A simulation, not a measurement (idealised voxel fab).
The following is a process module called voxel capacitor over wiring.
Square cell edge 5 nm, section width 175 nm, ID cut.
In this document a cross-section is written as a grid of square cells. It is given as a series of bands, listed from the top down, and a band is one or more rows of cells. Basically the band line says how high the top is and how high the bottom is, in nm, and then what's in it from left to right, every material with its width in nm. Empty space shows up as "air", and if a single material carries "throughout" it runs the full band edge to edge. Heights are reckoned from 0. Under this level, the received wafer is all of one material. The bottommost band is open-ended downward, for example "0 down". You'd read "30 to 40" like this: the band's top row of cells is as wide as the first number, its bottom row is as wide as the second, and going down, every row changes width by the same amount as the row before did. For the purposes of this document, the phrase "changes: none" attached to a step denotes that no cell within the cross-section was modified by that step. So "Closed-off voids" is basically the list of trapped voids: any empty space of 8 cells or more that can't reach the top through an opening. They're written width x height at distance, the distance being from the left edge, and it's all nm. On a step's line, text after the settings is the simulator commenting on that step. "overlay nm" answers the question of how far to the right of plan the mask lay on a step that has a mask, and when it is negative the answer is to the left. So the way this works: pairs, before and after one process step. The after picture only goes down to the lowest band that actually changed, nothing below. Step and its settings are under each pair. And watch out, pairs might come from different runs of this module, same starting wafer though, so a pair only follows on from the one above if its "State before step" entry tells you so.

### State before step
	0 down  Si throughout
	Closed-off voids: none

### Sectional View, Post-Process
	15 to 0  SiO2 throughout
	Heights below 0 show no change.
	Closed-off voids: none
The process step bridging the two cross-sections above: CONFORMAL_DEP (material SiO2; thk nm 15)

State before step: For the state before this step, see the after cross-section of the pair located directly above.

### Sectional View, Post-Process
	20 to 15  SiCN throughout
	Heights below 15 show no change.
	Closed-off voids: none
The process step bridging the two cross-sections above: CONFORMAL_DEP (material SiCN; thk nm 5)

State before step: For the state before this step, see the after cross-section of the pair located directly above.

### Sectional View, Post-Process
	35 to 20  SiO2 throughout
	Heights below 20 show no change.
	Closed-off voids: none
The process step bridging the two cross-sections above: DIRECTIONAL_DEP (material SiO2; thk nm 15)

State before step: For the state before this step, see the after cross-section of the pair located directly above.

### Sectional View, Post-Process
	55 to 35  resist 35; air 25; resist 55; air 25; resist 35
	Heights below 35 show no change.
	Closed-off voids: none
The process step bridging the two cross-sections above: PATTERN (tone open; mask id METAL_1; material resist; width nm 25; pitch nm 80; thk nm 20; overlay nm 0)

State before step: For the state before this step, see the after cross-section of the pair located directly above.

### Sectional View, Post-Process
	55 to 35  resist 35; air 25; resist 55; air 25; resist 35
	35 to 20  SiO2 35; air 25; SiO2 55; air 25; SiO2 35
	Heights below 20 show no change.
	Closed-off voids: none
The process step bridging the two cross-sections above: DIRECTIONAL_ETCH (etch materials SiO2; depth nm 15)

State before step: For the state before this step, see the after cross-section of the pair located directly above.

### Sectional View, Post-Process
	55 to 35  resist 35; air 25; resist 55; air 25; resist 35
	35 to 20  SiO2 35; air 25; SiO2 55; air 25; SiO2 35
	20 to 15  SiCN 35; air 25; SiCN 55; air 25; SiCN 35
	Heights below 15 show no change.
	Closed-off voids: none
The process step bridging the two cross-sections above: DIRECTIONAL_ETCH (etch materials SiCN; depth nm 5)

State before step: For the state before this step, see the after cross-section of the pair located directly above.

### Sectional View, Post-Process
	35 to 20  SiO2 35; air 25; SiO2 55; air 25; SiO2 35
	Heights below 20 show no change.
	Closed-off voids: none
The process step bridging the two cross-sections above: STRIP (etch materials resist)

State before step: For the state before this step, see the after cross-section of the pair located directly above.

### Sectional View, Post-Process
	40 to 35  TiN 40; air 15; TiN 65; air 15; TiN 40
	35 to 20  SiO2 35; TiN 5; air 15; TiN 5; SiO2 55; TiN 5; air 15; TiN 5; SiO2 35
	20 to 15  SiCN 35; TiN 25; SiCN 55; TiN 25; SiCN 35
	Heights below 15 show no change.
	Closed-off voids: none
The process step bridging the two cross-sections above: CONFORMAL_DEP (material TiN; thk nm 5)

State before step: For the state before this step, see the after cross-section of the pair located directly above.

### Sectional View, Post-Process
	50 to 40  W throughout
	40 to 35  TiN 40; W 15; TiN 65; W 15; TiN 40
	35 to 20  SiO2 35; TiN 5; W 15; TiN 5; SiO2 55; TiN 5; W 15; TiN 5; SiO2 35
	Heights below 20 show no change.
	Closed-off voids: none
The process step bridging the two cross-sections above: FILL_DEP (material W; thk nm 10)

State before step: For the state before this step, see the after cross-section of the pair located directly above.

### Sectional View, Post-Process
	35 to 20  SiO2 35; TiN 5; W 15; TiN 5; SiO2 55; TiN 5; W 15; TiN 5; SiO2 35
	Heights below 20 show no change.
	Closed-off voids: none
The process step bridging the two cross-sections above: CMP (height nm 35)

State before step: For the state before this step, see the after cross-section of the pair located directly above.

### Sectional View, Post-Process
	40 to 35  SiCN throughout
	Heights below 35 show no change.
	Closed-off voids: none
The process step bridging the two cross-sections above: CONFORMAL_DEP (material SiCN; thk nm 5)

State before step: For the state before this step, see the after cross-section of the pair located directly above.

### Sectional View, Post-Process
	60 to 40  lowk throughout
	Heights below 40 show no change.
	Closed-off voids: none
The process step bridging the two cross-sections above: DIRECTIONAL_DEP (material lowk; thk nm 20)

State before step: For the state before this step, see the after cross-section of the pair located directly above.

### Sectional View, Post-Process
	75 to 60  aC throughout
	Heights below 60 show no change.
	Closed-off voids: none
The process step bridging the two cross-sections above: DIRECTIONAL_DEP (material aC; thk nm 15)

State before step: For the state before this step, see the after cross-section of the pair located directly above.

### Sectional View, Post-Process
	110 to 75  resist 45; air 15; resist 115
	Heights below 75 show no change.
	Closed-off voids: none
The process step bridging the two cross-sections above: PATTERN (tone open; mask id PLUG_1; material resist; width nm 15; thk nm 35; overlay nm 0)

State before step: For the state before this step, see the after cross-section of the pair located directly above.

### Sectional View, Post-Process
	95 to 75  resist 45; air 15; resist 115
	75 to 60  aC 45; air 15; aC 115
	Heights below 60 show no change.
	Closed-off voids: none
The process step bridging the two cross-sections above: DIRECTIONAL_ETCH (etch materials aC; depth nm 15)

State before step: For the state before this step, see the after cross-section of the pair located directly above.

### Sectional View, Post-Process
	75 to 60  aC 45; air 15; aC 115
	Heights below 60 show no change.
	Closed-off voids: none
The process step bridging the two cross-sections above: STRIP (etch materials resist)

State before step: For the state before this step, see the after cross-section of the pair located directly above.

### Sectional View, Post-Process
	75 to 60  aC 45; air 15; aC 115
	60 to 40  lowk 45; air 15; lowk 115
	Heights below 40 show no change.
	Closed-off voids: none
The process step bridging the two cross-sections above: DIRECTIONAL_ETCH (etch materials lowk; depth nm 20)

State before step: For the state before this step, see the after cross-section of the pair located directly above.

### Sectional View, Post-Process
	75 to 60  aC 45; air 15; aC 115
	60 to 40  lowk 45; air 15; lowk 115
	40 to 35  SiCN 45; air 15; SiCN 115
	Heights below 35 show no change.
	Closed-off voids: none
The process step bridging the two cross-sections above: DIRECTIONAL_ETCH (etch materials SiCN; depth nm 5)

State before step: For the state before this step, see the after cross-section of the pair located directly above.

### Sectional View, Post-Process
	60 to 40  lowk 45; air 15; lowk 115
	Heights below 40 show no change.
	Closed-off voids: none
The process step bridging the two cross-sections above: STRIP (etch materials aC)

State before step: For the state before this step, see the after cross-section of the pair located directly above.

### Sectional View, Post-Process
	60 to 45  lowk 45; air 15; lowk 115
	45 to 40  lowk 45; Ru 15; lowk 115
	40 to 35  SiCN 45; Ru 15; SiCN 115
	Heights below 35 show no change.
	Closed-off voids: none
The process step bridging the two cross-sections above: EPI (material Ru; thk nm 10)

State before step: For the state before this step, see the after cross-section of the pair located directly above.

### Sectional View, Post-Process
	60 to 55  lowk 45; air 15; lowk 115
	55 to 40  lowk 45; Ru 15; lowk 115
	Heights below 40 show no change.
	Closed-off voids: none
The process step bridging the two cross-sections above: EPI (material Ru; thk nm 10)

State before step: For the state before this step, see the after cross-section of the pair located directly above.

### Sectional View, Post-Process
	60 to 40  lowk 45; Ru 15; lowk 115
	Heights below 40 show no change.
	Closed-off voids: none
The process step bridging the two cross-sections above: EPI (material Ru; thk nm 5)

State before step: For the state before this step, see the after cross-section of the pair located directly above.

### Sectional View, Post-Process
	70 to 60  TiN throughout
	Heights below 60 show no change.
	Closed-off voids: none
The process step bridging the two cross-sections above: DIRECTIONAL_DEP (material TiN; thk nm 10)

State before step: For the state before this step, see the after cross-section of the pair located directly above.

### Sectional View, Post-Process
	75 to 70  Al2O3 throughout
	Heights below 70 show no change.
	Closed-off voids: none
The process step bridging the two cross-sections above: DIRECTIONAL_DEP (material Al2O3; thk nm 5)

State before step: For the state before this step, see the after cross-section of the pair located directly above.

### Sectional View, Post-Process
	80 to 75  TiN throughout
	Heights below 75 show no change.
	Closed-off voids: none
The process step bridging the two cross-sections above: DIRECTIONAL_DEP (material TiN; thk nm 5)

State before step: For the state before this step, see the after cross-section of the pair located directly above.

### Sectional View, Post-Process
	100 to 80  air 45; resist 60; air 70
	Heights below 80 show no change.
	Closed-off voids: none
The process step bridging the two cross-sections above: PATTERN (tone cover; mask id UPPER_PLATE; material resist; width nm 60; thk nm 20; overlay nm 0)

State before step: For the state before this step, see the after cross-section of the pair located directly above.

### Sectional View, Post-Process
	100 to 80  air 45; resist 60; air 70
	80 to 75  air 45; TiN 60; air 70
	Heights below 75 show no change.
	Closed-off voids: none
The process step bridging the two cross-sections above: DIRECTIONAL_ETCH (etch materials TiN; depth nm 5)

State before step: For the state before this step, see the after cross-section of the pair located directly above.

### Sectional View, Post-Process
	100 to 80  air 45; resist 60; air 70
	80 to 75  air 45; TiN 60; air 70
	75 to 70  air 45; Al2O3 60; air 70
	Heights below 70 show no change.
	Closed-off voids: none
The process step bridging the two cross-sections above: DIRECTIONAL_ETCH (etch materials Al2O3; depth nm 5)

State before step: For the state before this step, see the after cross-section of the pair located directly above.

### Sectional View, Post-Process
	80 to 75  air 45; TiN 60; air 70
	Heights below 75 show no change.
	Closed-off voids: none
The process step bridging the two cross-sections above: STRIP (etch materials resist)

State before step: For the state before this step, see the after cross-section of the pair located directly above.

### Sectional View, Post-Process
	90 to 80  air 45; aC 60; air 70
	80 to 75  aC 45; TiN 60; aC 70
	75 to 70  aC 45; Al2O3 60; aC 70
	Heights below 70 show no change.
	Closed-off voids: none
The process step bridging the two cross-sections above: DIRECTIONAL_DEP (material aC; thk nm 10)

State before step: For the state before this step, see the after cross-section of the pair located directly above.

### Sectional View, Post-Process
	120 to 90  air 40; resist 70; air 65
	90 to 80  air 40; resist 5; aC 60; resist 5; air 65
	Heights below 80 show no change.
	Closed-off voids: none
The process step bridging the two cross-sections above: PATTERN (tone cover; mask id LOWER_PLATE; material resist; width nm 70; thk nm 30; overlay nm 0)

State before step: For the state before this step, see the after cross-section of the pair located directly above.

### Sectional View, Post-Process
	110 to 90  air 40; resist 70; air 65
	90 to 80  air 40; resist 5; aC 60; resist 5; air 65
	80 to 75  air 40; aC 5; TiN 60; aC 5; air 65
	75 to 70  air 40; aC 5; Al2O3 60; aC 5; air 65
	Heights below 70 show no change.
	Closed-off voids: none
The process step bridging the two cross-sections above: DIRECTIONAL_ETCH (etch materials aC; depth nm 10)

State before step: For the state before this step, see the after cross-section of the pair located directly above.

### Sectional View, Post-Process
	90 to 80  air 45; aC 60; air 70
	Heights below 80 show no change.
	Closed-off voids: none
The process step bridging the two cross-sections above: STRIP (etch materials resist)

State before step: For the state before this step, see the after cross-section of the pair located directly above.

### Sectional View, Post-Process
	90 to 80  air 45; aC 60; air 70
	80 to 75  air 40; aC 5; TiN 60; aC 5; air 65
	75 to 70  air 40; aC 5; Al2O3 60; aC 5; air 65
	70 to 60  air 40; TiN 70; air 65
	Heights below 60 show no change.
	Closed-off voids: none
The process step bridging the two cross-sections above: DIRECTIONAL_ETCH (etch materials TiN; depth nm 10)

State before step: For the state before this step, see the after cross-section of the pair located directly above.

### Sectional View, Post-Process
	80 to 75  air 45; TiN 60; air 70
	75 to 70  air 45; Al2O3 60; air 70
	Heights below 70 show no change.
	Closed-off voids: none
The process step bridging the two cross-sections above: STRIP (etch materials aC)

State before step: For the state before this step, see the after cross-section of the pair located directly above.

### Sectional View, Post-Process
	100 to 80  SiO2 throughout
	80 to 75  SiO2 45; TiN 60; SiO2 70
	75 to 70  SiO2 45; Al2O3 60; SiO2 70
	70 to 60  SiO2 40; TiN 70; SiO2 65
	Heights below 60 show no change.
	Closed-off voids: none
The process step bridging the two cross-sections above: FILL_DEP (material SiO2; thk nm 20)

State before step: For the state before this step, see the after cross-section of the pair located directly above.

### Sectional View, Post-Process
	95 to 80  SiO2 throughout
	Heights below 80 show no change.
	Closed-off voids: none
The process step bridging the two cross-sections above: CMP (height nm 95)

State before step: For the state before this step, see the after cross-section of the pair located directly above.

### Sectional View, Post-Process
	95 to 80  SiO2 55; air 15; SiO2 105
	Heights below 80 show no change.
	Closed-off voids: none
The process step bridging the two cross-sections above: MASKED_ETCH (tone open; mask id PLUG_2; width nm 15; etch materials SiO2; depth nm 15; overlay nm 0)

State before step: For the state before this step, see the after cross-section of the pair located directly above.

### Sectional View, Post-Process
	100 to 95  TiN 60; air 5; TiN 110
	95 to 85  SiO2 55; TiN 5; air 5; TiN 5; SiO2 105
	85 to 75  SiO2 55 to 45; TiN 15 to 60; SiO2 105 to 70
	Heights below 75 show no change.
	Closed-off voids: none
The process step bridging the two cross-sections above: CONFORMAL_DEP (material TiN; thk nm 5)

State before step: For the state before this step, see the after cross-section of the pair located directly above.

### Sectional View, Post-Process
	105 to 100  Ru throughout
	100 to 95  TiN 60; Ru 5; TiN 110
	95 to 85  SiO2 55; TiN 5; Ru 5; TiN 5; SiO2 105
	Heights below 85 show no change.
	Closed-off voids: none
The process step bridging the two cross-sections above: FILL_DEP (material Ru; thk nm 5)

State before step: For the state before this step, see the after cross-section of the pair located directly above.

### Sectional View, Post-Process
	95 to 85  SiO2 55; TiN 5; Ru 5; TiN 5; SiO2 105
	Heights below 85 show no change.
	Closed-off voids: none
The process step bridging the two cross-sections above: CMP (height nm 95)

State before step: For the state before this step, see the after cross-section of the pair located directly above.

### Sectional View, Post-Process
	100 to 95  SiCN throughout
	Heights below 95 show no change.
	Closed-off voids: none
The process step bridging the two cross-sections above: CONFORMAL_DEP (material SiCN; thk nm 5)

### State before step
	70 to 60  TiN throughout
	60 to 40  lowk 45; Ru 15; lowk 115
	40 to 35  SiCN 45; Ru 15; SiCN 115
	35 to 20  SiO2 35; TiN 5; W 15; TiN 5; SiO2 55; TiN 5; W 15; TiN 5; SiO2 35
	20 to 15  SiCN 35; TiN 25; SiCN 55; TiN 25; SiCN 35
	15 to 0  SiO2 throughout
	0 down  Si throughout
	Closed-off voids: none

### Sectional View, Post-Process
	75 to 60  TiN throughout
	Heights below 60 show no change.
	Closed-off voids: none
The process step bridging the two cross-sections above: DIRECTIONAL_DEP (material TiN; thk nm 5)

State before step: For the state before this step, see the after cross-section of the pair located directly above.

### Sectional View, Post-Process
	95 to 75  air 45; resist 60; air 70
	Heights below 75 show no change.
	Closed-off voids: none
The process step bridging the two cross-sections above: PATTERN (tone cover; mask id UPPER_PLATE; material resist; width nm 60; thk nm 20; overlay nm 0)

State before step: For the state before this step, see the after cross-section of the pair located directly above.

### Sectional View, Post-Process
	95 to 75  air 45; resist 60; air 70
	75 to 70  air 45; TiN 60; air 70
	Heights below 70 show no change.
	Closed-off voids: none
The process step bridging the two cross-sections above: DIRECTIONAL_ETCH (etch materials TiN; depth nm 5)

State before step: For the state before this step, see the after cross-section of the pair located directly above.

### Sectional View, Post-Process
	75 to 70  air 45; TiN 60; air 70
	Heights below 70 show no change.
	Closed-off voids: none
The process step bridging the two cross-sections above: STRIP (etch materials resist)

State before step: For the state before this step, see the after cross-section of the pair located directly above.

### Sectional View, Post-Process
	85 to 80  air 45; aC 60; air 70
	80 to 75  aC throughout
	75 to 70  aC 45; TiN 60; aC 70
	Heights below 70 show no change.
	Closed-off voids: none
The process step bridging the two cross-sections above: DIRECTIONAL_DEP (material aC; thk nm 10)

State before step: For the state before this step, see the after cross-section of the pair located directly above.

### Sectional View, Post-Process
	115 to 85  air 40; resist 70; air 65
	85 to 80  air 40; resist 5; aC 60; resist 5; air 65
	Heights below 80 show no change.
	Closed-off voids: none
The process step bridging the two cross-sections above: PATTERN (tone cover; mask id LOWER_PLATE; material resist; width nm 70; thk nm 30; overlay nm 0)

State before step: For the state before this step, see the after cross-section of the pair located directly above.

### Sectional View, Post-Process
	105 to 85  air 40; resist 70; air 65
	85 to 80  air 40; resist 5; aC 60; resist 5; air 65
	80 to 75  air 40; aC 70; air 65
	75 to 70  air 40; aC 5; TiN 60; aC 5; air 65
	Heights below 70 show no change.
	Closed-off voids: none
The process step bridging the two cross-sections above: DIRECTIONAL_ETCH (etch materials aC; depth nm 10)

State before step: For the state before this step, see the after cross-section of the pair located directly above.

### Sectional View, Post-Process
	85 to 75  air 45 to 40; aC 60 to 70; air 70 to 65
	Heights below 75 show no change.
	Closed-off voids: none
The process step bridging the two cross-sections above: STRIP (etch materials resist)

State before step: For the state before this step, see the after cross-section of the pair located directly above.

### Sectional View, Post-Process
	85 to 75  air 45 to 40; aC 60 to 70; air 70 to 65
	75 to 70  air 40; aC 5; TiN 60; aC 5; air 65
	70 to 60  air 40; TiN 70; air 65
	Heights below 60 show no change.
	Closed-off voids: none
The process step bridging the two cross-sections above: DIRECTIONAL_ETCH (etch materials TiN; depth nm 10)

State before step: For the state before this step, see the after cross-section of the pair located directly above.

### Sectional View, Post-Process
	75 to 70  air 45; TiN 60; air 70
	Heights below 70 show no change.
	Closed-off voids: none
The process step bridging the two cross-sections above: STRIP (etch materials aC)

State before step: For the state before this step, see the after cross-section of the pair located directly above.

### Sectional View, Post-Process
	95 to 75  SiO2 throughout
	75 to 70  SiO2 45; TiN 60; SiO2 70
	70 to 60  SiO2 40; TiN 70; SiO2 65
	Heights below 60 show no change.
	Closed-off voids: none
The process step bridging the two cross-sections above: FILL_DEP (material SiO2; thk nm 20)

State before step: For the state before this step, see the after cross-section of the pair located directly above.

### Sectional View, Post-Process
	95 to 80  SiO2 55; air 15; SiO2 105
	Heights below 80 show no change.
	Closed-off voids: none
The process step bridging the two cross-sections above: MASKED_ETCH (tone open; mask id PLUG_2; width nm 15; etch materials SiO2; depth nm 15; overlay nm 0)

State before step: For the state before this step, see the after cross-section of the pair located directly above.

### Sectional View, Post-Process
	100 to 95  TiN 60; air 5; TiN 110
	95 to 85  SiO2 55; TiN 5; air 5; TiN 5; SiO2 105
	85 to 80  SiO2 55; TiN 15; SiO2 105
	Heights below 80 show no change.
	Closed-off voids: none
The process step bridging the two cross-sections above: CONFORMAL_DEP (material TiN; thk nm 5)

State before step: For the state before this step, see the after cross-section of the pair located directly above.

### Sectional View, Post-Process
	105 to 100  Ru throughout
	100 to 95  TiN 60; Ru 5; TiN 110
	95 to 85  SiO2 55; TiN 5; Ru 5; TiN 5; SiO2 105
	Heights below 85 show no change.
	Closed-off voids: none
The process step bridging the two cross-sections above: FILL_DEP (material Ru; thk nm 5)

State before step: For the state before this step, see the after cross-section of the pair located directly above.

### Sectional View, Post-Process
	95 to 85  SiO2 55; TiN 5; Ru 5; TiN 5; SiO2 105
	Heights below 85 show no change.
	Closed-off voids: none
The process step bridging the two cross-sections above: CMP (height nm 95)

State before step: For the state before this step, see the after cross-section of the pair located directly above.

### Sectional View, Post-Process
	100 to 95  SiCN throughout
	Heights below 95 show no change.
	Closed-off voids: none
The process step bridging the two cross-sections above: CONFORMAL_DEP (material SiCN; thk nm 5)

### State before step
	60 to 55  lowk 45; air 15; lowk 115
	55 to 40  lowk 45; Ru 15; lowk 115
	40 to 35  SiCN 45; Ru 15; SiCN 115
	35 to 20  SiO2 35; TiN 5; W 15; TiN 5; SiO2 55; TiN 5; W 15; TiN 5; SiO2 35
	20 to 15  SiCN 35; TiN 25; SiCN 55; TiN 25; SiCN 35
	15 to 0  SiO2 throughout
	0 down  Si throughout
	Closed-off voids: none

### Sectional View, Post-Process
	65 to 60  air 40; Ru 25; air 110
	60 to 40  lowk 45; Ru 15; lowk 115
	Heights below 40 show no change.
	Closed-off voids: none
The process step bridging the two cross-sections above: EPI (material Ru; thk nm 10)

State before step: For the state before this step, see the after cross-section of the pair located directly above.

### Sectional View, Post-Process
	70 to 60  air 35; Ru 35; air 105
	Heights below 60 show no change.
	Closed-off voids: none
The process step bridging the two cross-sections above: EPI (material Ru; thk nm 5)

State before step: For the state before this step, see the after cross-section of the pair located directly above.

### Sectional View, Post-Process
	80 to 70  air 35; TiN 35; air 105
	70 to 60  TiN 35; Ru 35; TiN 105
	Heights below 60 show no change.
	Closed-off voids: none
The process step bridging the two cross-sections above: DIRECTIONAL_DEP (material TiN; thk nm 10)

State before step: For the state before this step, see the after cross-section of the pair located directly above.

### Sectional View, Post-Process
	85 to 80  air 35; Al2O3 35; air 105
	80 to 75  air 35; TiN 35; air 105
	75 to 70  Al2O3 35; TiN 35; Al2O3 105
	Heights below 70 show no change.
	Closed-off voids: none
The process step bridging the two cross-sections above: DIRECTIONAL_DEP (material Al2O3; thk nm 5)

State before step: For the state before this step, see the after cross-section of the pair located directly above.

### Sectional View, Post-Process
	90 to 85  air 35; TiN 35; air 105
	85 to 80  air 35; Al2O3 35; air 105
	80 to 75  TiN throughout
	Heights below 75 show no change.
	Closed-off voids: none
The process step bridging the two cross-sections above: DIRECTIONAL_DEP (material TiN; thk nm 5)

State before step: For the state before this step, see the after cross-section of the pair located directly above.

### Sectional View, Post-Process
	110 to 90  air 45; resist 60; air 70
	90 to 85  air 35; TiN 35; resist 35; air 70
	85 to 80  air 35; Al2O3 35; resist 35; air 70
	Heights below 80 show no change.
	Closed-off voids: none
The process step bridging the two cross-sections above: PATTERN (tone cover; mask id UPPER_PLATE; material resist; width nm 60; thk nm 20; overlay nm 0)

State before step: For the state before this step, see the after cross-section of the pair located directly above.

### Sectional View, Post-Process
	110 to 90  air 45; resist 60; air 70
	90 to 85  air 45; TiN 25; resist 35; air 70
	85 to 80  air 35; Al2O3 35; resist 35; air 70
	80 to 75  air 35; TiN 70; air 70
	Heights below 75 show no change.
	Closed-off voids: none
The process step bridging the two cross-sections above: DIRECTIONAL_ETCH (etch materials TiN; depth nm 5)

State before step: For the state before this step, see the after cross-section of the pair located directly above.

### Sectional View, Post-Process
	110 to 90  air 45; resist 60; air 70
	90 to 85  air 45; TiN 25; resist 35; air 70
	85 to 80  air 45; Al2O3 25; resist 35; air 70
	80 to 75  air 35; TiN 70; air 70
	75 to 70  air 35; TiN 35; Al2O3 35; air 70
	Heights below 70 show no change.
	Closed-off voids: none
The process step bridging the two cross-sections above: DIRECTIONAL_ETCH (etch materials Al2O3; depth nm 5)

State before step: For the state before this step, see the after cross-section of the pair located directly above.

### Sectional View, Post-Process
	90 to 85  air 45; TiN 25; air 105
	85 to 80  air 45; Al2O3 25; air 105
	Heights below 80 show no change.
	Closed-off voids: none
The process step bridging the two cross-sections above: STRIP (etch materials resist)

State before step: For the state before this step, see the after cross-section of the pair located directly above.

### Sectional View, Post-Process
	100 to 90  air 45; aC 25; air 105
	90 to 85  air 35; aC 10; TiN 25; aC 35; air 70
	85 to 80  air 35; aC 10; Al2O3 25; aC 35; air 70
	80 to 75  aC 35; TiN 70; aC 70
	75 to 70  aC 35; TiN 35; Al2O3 35; aC 70
	Heights below 70 show no change.
	Closed-off voids: none
The process step bridging the two cross-sections above: DIRECTIONAL_DEP (material aC; thk nm 10)

State before step: For the state before this step, see the after cross-section of the pair located directly above.

### Sectional View, Post-Process
	130 to 100  air 40; resist 70; air 65
	100 to 90  air 40; resist 5; aC 25; resist 40; air 65
	90 to 85  air 35; aC 10; TiN 25; aC 35; resist 5; air 65
	85 to 80  air 35; aC 10; Al2O3 25; aC 35; resist 5; air 65
	Heights below 80 show no change.
	Closed-off voids: none
The process step bridging the two cross-sections above: PATTERN (tone cover; mask id LOWER_PLATE; material resist; width nm 70; thk nm 30; overlay nm 0)

State before step: For the state before this step, see the after cross-section of the pair located directly above.

### Sectional View, Post-Process
	120 to 100  air 40; resist 70; air 65
	100 to 90  air 40; resist 5; aC 25; resist 40; air 65
	90 to 85  air 40; aC 5; TiN 25; aC 35; resist 5; air 65
	85 to 80  air 40; aC 5; Al2O3 25; aC 35; resist 5; air 65
	80 to 75  air 35; TiN 70; aC 5; air 65
	75 to 70  air 35; TiN 35; Al2O3 35; aC 5; air 65
	Heights below 70 show no change.
	Closed-off voids: none
The process step bridging the two cross-sections above: DIRECTIONAL_ETCH (etch materials aC; depth nm 10)

State before step: For the state before this step, see the after cross-section of the pair located directly above.

### Sectional View, Post-Process
	100 to 90  air 45; aC 25; air 105
	90 to 85  air 40; aC 5; TiN 25; aC 35; air 70
	85 to 80  air 40; aC 5; Al2O3 25; aC 35; air 70
	Heights below 80 show no change.
	Closed-off voids: none
The process step bridging the two cross-sections above: STRIP (etch materials resist)

State before step: For the state before this step, see the after cross-section of the pair located directly above.

### Sectional View, Post-Process
	100 to 90  air 45; aC 25; air 105
	90 to 85  air 40; aC 5; TiN 25; aC 35; air 70
	85 to 80  air 40; aC 5; Al2O3 25; aC 35; air 70
	80 to 75  air 40; TiN 65; aC 5; air 65
	75 to 70  air 40; TiN 30; Al2O3 35; aC 5; air 65
	70 to 60  air 35; Ru 35; TiN 40; air 65
	Heights below 60 show no change.
	Closed-off voids: none
The process step bridging the two cross-sections above: DIRECTIONAL_ETCH (etch materials TiN; depth nm 10)

State before step: For the state before this step, see the after cross-section of the pair located directly above.

### Sectional View, Post-Process
	90 to 85  air 45; TiN 25; air 105
	85 to 80  air 45; Al2O3 25; air 105
	80 to 75  air 40; TiN 65; air 70
	75 to 70  air 40; TiN 30; Al2O3 35; air 70
	Heights below 70 show no change.
	Closed-off voids: none
The process step bridging the two cross-sections above: STRIP (etch materials aC)

State before step: For the state before this step, see the after cross-section of the pair located directly above.

### Sectional View, Post-Process
	110 to 90  SiO2 throughout
	90 to 85  SiO2 45; TiN 25; SiO2 105
	85 to 80  SiO2 45; Al2O3 25; SiO2 105
	80 to 75  SiO2 40; TiN 65; SiO2 70
	75 to 70  SiO2 40; TiN 30; Al2O3 35; SiO2 70
	70 to 60  SiO2 35; Ru 35; TiN 40; SiO2 65
	Heights below 60 show no change.
	Closed-off voids: none
The process step bridging the two cross-sections above: FILL_DEP (material SiO2; thk nm 20)

State before step: For the state before this step, see the after cross-section of the pair located directly above.

### Sectional View, Post-Process
	95 to 90  SiO2 throughout
	Heights below 90 show no change.
	Closed-off voids: none
The process step bridging the two cross-sections above: CMP (height nm 95)

State before step: For the state before this step, see the after cross-section of the pair located directly above.

### Sectional View, Post-Process
	95 to 90  SiO2 55; air 15; SiO2 105
	Heights below 90 show no change.
	Closed-off voids: none
The process step bridging the two cross-sections above: MASKED_ETCH (tone open; mask id PLUG_2; width nm 15; etch materials SiO2; depth nm 15; overlay nm 0)

State before step: For the state before this step, see the after cross-section of the pair located directly above.

### Sectional View, Post-Process
	100 to 95  TiN 60; air 5; TiN 110
	95 to 85  SiO2 55 to 45; TiN 15 to 25; SiO2 105
	Heights below 85 show no change.
	Closed-off voids: none
The process step bridging the two cross-sections above: CONFORMAL_DEP (material TiN; thk nm 5)

State before step: For the state before this step, see the after cross-section of the pair located directly above.

### Sectional View, Post-Process
	105 to 100  Ru throughout
	100 to 95  TiN 60; Ru 5; TiN 110
	Heights below 95 show no change.
	Closed-off voids: none
The process step bridging the two cross-sections above: FILL_DEP (material Ru; thk nm 5)

State before step: For the state before this step, see the after cross-section of the pair located directly above.

### Sectional View, Post-Process
	95 to 85  SiO2 55 to 45; TiN 15 to 25; SiO2 105
	Heights below 85 show no change.
	Closed-off voids: none
The process step bridging the two cross-sections above: CMP (height nm 95)

State before step: For the state before this step, see the after cross-section of the pair located directly above.

### Sectional View, Post-Process
	100 to 95  SiCN throughout
	Heights below 95 show no change.
	Closed-off voids: none
The process step bridging the two cross-sections above: CONFORMAL_DEP (material SiCN; thk nm 5)

### State before step
	35 to 20  SiO2 35; TiN 5; W 15; TiN 5; SiO2 55; TiN 5; W 15; TiN 5; SiO2 35
	20 to 15  SiCN 35; TiN 25; SiCN 55; TiN 25; SiCN 35
	15 to 0  SiO2 throughout
	0 down  Si throughout
	Closed-off voids: none

### Sectional View, Post-Process
	55 to 35  lowk throughout
	Heights below 35 show no change.
	Closed-off voids: none
The process step bridging the two cross-sections above: DIRECTIONAL_DEP (material lowk; thk nm 20)

State before step: For the state before this step, see the after cross-section of the pair located directly above.

### Sectional View, Post-Process
	60 to 55  SiCN throughout
	Heights below 55 show no change.
	Closed-off voids: none
The process step bridging the two cross-sections above: CONFORMAL_DEP (material SiCN; thk nm 5)

State before step: For the state before this step, see the after cross-section of the pair located directly above.

### Sectional View, Post-Process
	75 to 60  aC throughout
	Heights below 60 show no change.
	Closed-off voids: none
The process step bridging the two cross-sections above: DIRECTIONAL_DEP (material aC; thk nm 15)

State before step: For the state before this step, see the after cross-section of the pair located directly above.

### Sectional View, Post-Process
	110 to 75  resist 45; air 15; resist 115
	Heights below 75 show no change.
	Closed-off voids: none
The process step bridging the two cross-sections above: PATTERN (tone open; mask id PLUG_1; material resist; width nm 15; thk nm 35; overlay nm 0)

State before step: For the state before this step, see the after cross-section of the pair located directly above.

### Sectional View, Post-Process
	95 to 75  resist 45; air 15; resist 115
	75 to 60  aC 45; air 15; aC 115
	Heights below 60 show no change.
	Closed-off voids: none
The process step bridging the two cross-sections above: DIRECTIONAL_ETCH (etch materials aC; depth nm 15)

State before step: For the state before this step, see the after cross-section of the pair located directly above.

### Sectional View, Post-Process
	75 to 60  aC 45; air 15; aC 115
	Heights below 60 show no change.
	Closed-off voids: none
The process step bridging the two cross-sections above: STRIP (etch materials resist)

State before step: For the state before this step, see the after cross-section of the pair located directly above.

### Sectional View, Post-Process
	75 to 60  aC 45; air 15; aC 115
	60 to 55  SiCN 45; air 15; SiCN 115
	Heights below 55 show no change.
	Closed-off voids: none
The process step bridging the two cross-sections above: DIRECTIONAL_ETCH (etch materials SiCN; depth nm 5)

State before step: For the state before this step, see the after cross-section of the pair located directly above.

### Sectional View, Post-Process
	60 to 55  SiCN 45; air 15; SiCN 115
	Heights below 55 show no change.
	Closed-off voids: none
The process step bridging the two cross-sections above: STRIP (etch materials aC)
